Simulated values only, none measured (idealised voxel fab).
voxel wiring stack: a process module
170 nm wide, 5 nm square cells: that's cross-section cut.
Cross-section spec: square-cell grid; bands listed top down; each band is one or more rows.
This entry defines a band. It first specifies the height of the band's top and the height of its bottom in nm, and then specifies the band's materials from left to right, stating each material with its width in nm. The word "edge to edge" identifies a single material that fills the band from edge to edge, while the word "air" identifies empty space.
Below 0: as-received wafer, all one material; heights counted from there. Lowest band: no bottom, goes on down, written "0 and below".
Graded width ("30->40"): value in top row of band = first number; value in bottom row = second number; row-to-row change constant.
It should be understood that the words "nothing altered", when stated for a given step, signify that the cross-section underwent no change in any of its cells during that step.
The label "Entrapped void list" introduces a list of the empty spaces, 8 cells or larger, that have no open way up to the top; each entry in it reads width x height at distance, where the distance is taken from the left edge and all three are stated in nm.
The remark found on a step's line after its settings is issued by the simulator itself and pertains to that step.
overlay nm: on a step with a mask, how far right of its planned place the mask lay; negative means left.
## Planned step list for the process
| 1 | RECEIVE with material Si |
| 2 | CONFORMAL_DEP with material SiO2, thk nm 15 |
| 3 | DIRECTIONAL_DEP with material TiN, thk nm 5 |
| 4 | DIRECTIONAL_DEP with material W, thk nm 20 |
| 5 | PATTERN with tone cover, mask id METAL_1, material resist, width nm 20, pitch nm 45, thk nm 20, overlay nm 0 |
| 6 | DIRECTIONAL_ETCH with etch materials W, depth nm 20 |
| 7 | DIRECTIONAL_ETCH with etch materials TiN, depth nm 5 |
| 8 | STRIP with etch materials resist |
| 9 | CONFORMAL_DEP with material SiCN, thk nm 5 |
| 10 | FILL_DEP with material lowk, thk nm 10 |
| 11 | CMP with height nm 40 |
| 12 | CONFORMAL_DEP with material SiCN, thk nm 5 |
| 13 | DIRECTIONAL_DEP with material lowk, thk nm 10 |
| 14 | DIRECTIONAL_DEP with material aC, thk nm 10 |
| 15 | PATTERN with tone open, mask id PLUG_1, material resist, width nm 15, pitch nm 45, thk nm 30, overlay nm 0 |
| 16 | DIRECTIONAL_ETCH with etch materials aC, depth nm 10 |
| 17 | STRIP with etch materials resist |
| 18 | DIRECTIONAL_ETCH with etch materials lowk, depth nm 10 |
| 19 | DIRECTIONAL_ETCH with etch materials SiCN, depth nm 5 |
| 20 | STRIP with etch materials aC |
| 21 | EPI with material Ru, thk nm 10 |
| 22 | EPI with material Ru, thk nm 5 |
| 23 | CONFORMAL_DEP with material SiCN, thk nm 5 |
| 24 | DIRECTIONAL_DEP with material SiO2, thk nm 25 |
| 25 | DIRECTIONAL_DEP with material aC, thk nm 15 |
| 26 | PATTERN with tone open, mask id METAL_2, material resist, width nm 20, pitch nm 45, thk nm 30, overlay nm 0 |
| 27 | DIRECTIONAL_ETCH with etch materials aC, depth nm 15 |
| 28 | STRIP with etch materials resist |
| 29 | DIRECTIONAL_ETCH with etch materials SiO2, depth nm 25 |
| 30 | DIRECTIONAL_ETCH with etch materials SiCN, depth nm 5 |
| 31 | STRIP with etch materials aC |
| 32 | CONFORMAL_DEP with material TiN, thk nm 5 |
| 33 | FILL_DEP with material Cu, thk nm 10 |
| 34 | CMP with height nm 85 |
| 35 | CONFORMAL_DEP with material SiCN, thk nm 5 |
| 36 | DIRECTIONAL_DEP with material SiO2, thk nm 30 |
| 37 | MASKED_ETCH with tone open, mask id METAL_3_HOLES, width nm 15, pitch nm 45, etch materials SiO2, depth nm 30, overlay nm 0 |
| 38 | MASKED_ETCH with tone open, mask id METAL_3, width nm 20, pitch nm 45, etch materials SiO2, depth nm 20, overlay nm 0 |
| 39 | MASKED_ETCH with tone open, mask id METAL_3, width nm 20, pitch nm 45, etch materials SiCN, depth nm 5, overlay nm 0 |
| 40 | CONFORMAL_DEP with material TiN, thk nm 5 |
| 41 | FILL_DEP with material Ru, thk nm 5 |
| 42 | CMP with height nm 120 |
| 43 | CONFORMAL_DEP with material SiCN, thk nm 5 |
| 44 | DIRECTIONAL_DEP with material SiO2, thk nm 30 |
| 45 | MASKED_ETCH with tone open, mask id METAL_4_HOLES, width nm 15, pitch nm 90, etch materials SiO2, depth nm 30, overlay nm 0 |
| 46 | MASKED_ETCH with tone open, mask id METAL_4, width nm 20, pitch nm 45, etch materials SiO2, depth nm 20, overlay nm 0 |
| 47 | MASKED_ETCH with tone open, mask id METAL_4, width nm 20, pitch nm 45, etch materials SiCN, depth nm 5, overlay nm 0 |
| 48 | CONFORMAL_DEP with material TiN, thk nm 5 |
| 49 | FILL_DEP with material Ru, thk nm 5 |
| 50 | CMP with height nm 155 |
| 51 | CONFORMAL_DEP with material SiN, thk nm 5 |
## Received-state cross-section, reflecting completion of step 1
  0 and below  Si edge to edge
  Entrapped void list: none
## Looking at the first of two wafers in cross-section at end of module - ran to plan
  160 down to 155  SiN edge to edge
  155 down to 140  30 of SiO2; 5 of TiN; 10 of Ru; 5 of TiN; 25 of SiO2; 5 of TiN; 10 of Ru; 5 of TiN; 25 of SiO2; 5 of TiN; 10 of Ru; 5 of TiN; 30 of SiO2
  140 down to 135  30 of SiO2; 5 of TiN; 5 of Ru; 10 of TiN; 25 of SiO2; 20 of TiN; 25 of SiO2; 5 of TiN; 5 of Ru; 10 of TiN; 30 of SiO2
  135 down to 125  30 of SiO2; 5 of TiN; 5 of Ru; 5 of TiN; 75 of SiO2; 5 of TiN; 5 of Ru; 5 of TiN; 35 of SiO2
  125 down to 120  30 of SiCN; 15 of TiN; 75 of SiCN; 15 of TiN; 35 of SiCN
  120 down to 105  30 of SiO2; 5 of TiN; 10 of Ru; 5 of TiN; 25 of SiO2; 5 of TiN; 10 of Ru; 5 of TiN; 25 of SiO2; 5 of TiN; 10 of Ru; 5 of TiN; 30 of SiO2
  105 down to 100  30 of SiO2; 5 of TiN; 5 of Ru; 10 of TiN; 25 of SiO2; 5 of TiN; 5 of Ru; 10 of TiN; 25 of SiO2; 5 of TiN; 5 of Ru; 10 of TiN; 30 of SiO2
  100 down to 90  30 of SiO2; 5 of TiN; 5 of Ru; 5 of TiN; 30 of SiO2; 5 of TiN; 5 of Ru; 5 of TiN; 30 of SiO2; 5 of TiN; 5 of Ru; 5 of TiN; 35 of SiO2
  90 down to 85  30 of SiCN; 15 of TiN; 30 of SiCN; 15 of TiN; 30 of SiCN; 15 of TiN; 35 of SiCN
  85 down to 60  30 of SiO2; 5 of TiN; 10 of Cu; 5 of TiN; 25 of SiO2; 5 of TiN; 10 of Cu; 5 of TiN; 25 of SiO2; 5 of TiN; 10 of Cu; 5 of TiN; 30 of SiO2
  60 down to 55  30 of SiCN; 20 of TiN; 25 of SiCN; 20 of TiN; 25 of SiCN; 20 of TiN; 30 of SiCN
  55 down to 45  30 of lowk; 15 of Ru; 30 of lowk; 15 of Ru; 30 of lowk; 15 of Ru; 35 of lowk
  45 down to 40  30 of SiCN; 15 of Ru; 30 of SiCN; 15 of Ru; 30 of SiCN; 15 of Ru; 35 of SiCN
  40 down to 20  25 of lowk; 5 of SiCN; 20 of W; 5 of SiCN; 15 of lowk; 5 of SiCN; 20 of W; 5 of SiCN; 15 of lowk; 5 of SiCN; 20 of W; 5 of SiCN; 25 of lowk
  20 down to 15  30 of SiCN; 20 of TiN; 25 of SiCN; 20 of TiN; 25 of SiCN; 20 of TiN; 30 of SiCN
  15 down to 0  SiO2 edge to edge
  0 and below  Si edge to edge
  Entrapped void list: none
## This cross-section belongs to the second wafer of two at the end of the module; the start and the plan were shared with the first, and the run included one mistake
  160 down to 155  SiN edge to edge
  155 down to 140  30 of SiO2; 5 of TiN; 10 of Ru; 5 of TiN; 25 of SiO2; 5 of TiN; 10 of Ru; 5 of TiN; 25 of SiO2; 5 of TiN; 10 of Ru; 5 of TiN; 30 of SiO2
  140 down to 135  30 of SiO2; 5 of TiN; 5 of Ru; 10 of TiN; 25 of SiO2; 20 of TiN; 25 of SiO2; 5 of TiN; 5 of Ru; 10 of TiN; 30 of SiO2
  135 down to 125  30 of SiO2; 5 of TiN; 5 of Ru; 5 of TiN; 75 of SiO2; 5 of TiN; 5 of Ru; 5 of TiN; 35 of SiO2
  125 down to 120  30 of SiCN; 15 of TiN; 75 of SiCN; 15 of TiN; 35 of SiCN
  120 down to 105  30 of SiO2; 5 of TiN; 10 of Ru; 5 of TiN; 25 of SiO2; 5 of TiN; 10 of Ru; 5 of TiN; 25 of SiO2; 5 of TiN; 10 of Ru; 5 of TiN; 30 of SiO2
  105 down to 100  30 of SiO2; 5 of TiN; 5 of Ru; 10 of TiN; 25 of SiO2; 5 of TiN; 5 of Ru; 10 of TiN; 25 of SiO2; 5 of TiN; 5 of Ru; 10 of TiN; 30 of SiO2
  100 down to 90  30 of SiO2; 5 of TiN; 5 of Ru; 5 of TiN; 30 of SiO2; 5 of TiN; 5 of Ru; 5 of TiN; 30 of SiO2; 5 of TiN; 5 of Ru; 5 of TiN; 35 of SiO2
  90 down to 85  30 of SiCN; 15 of TiN; 30 of SiCN; 15 of TiN; 30 of SiCN; 15 of TiN; 35 of SiCN
  85 down to 60  30 of SiO2; 5 of TiN; 10 of Cu; 5 of TiN; 25 of SiO2; 5 of TiN; 10 of Cu; 5 of TiN; 25 of SiO2; 5 of TiN; 10 of Cu; 5 of TiN; 30 of SiO2
  60 down to 55  30 of SiCN; 20 of TiN; 25 of SiCN; 20 of TiN; 25 of SiCN; 20 of TiN; 30 of SiCN
  55 down to 45  30 of lowk; 15 of Ru; 30 of lowk; 15 of Ru; 30 of lowk; 15 of Ru; 35 of lowk
  45 down to 40  30 of SiCN; 15 of Ru; 30 of SiCN; 15 of Ru; 30 of SiCN; 15 of Ru; 35 of SiCN
  40 down to 35  25 of lowk; 5 of SiCN; 20 of W; 5 of SiCN; 15 of lowk; 5 of SiCN; 20 of W; 5 of SiCN; 15 of lowk; 5 of SiCN; 20 of W; 5 of SiCN; 25 of lowk
  35 down to 30  30 of SiCN; 20 of TiN; 25 of SiCN; 20 of TiN; 25 of SiCN; 20 of TiN; 30 of SiCN
  30 down to 0  SiO2 edge to edge
  0 and below  Si edge to edge
  Entrapped void list: none
The plan and the run diverged here: step 2 from the plan got run twice
Looking at both finished wafers in cells, the second ends up ahead of or behind the first on some materials: 18 fewer of SiCN; 102 more of SiO2; 36 fewer of W; 48 fewer of lowk
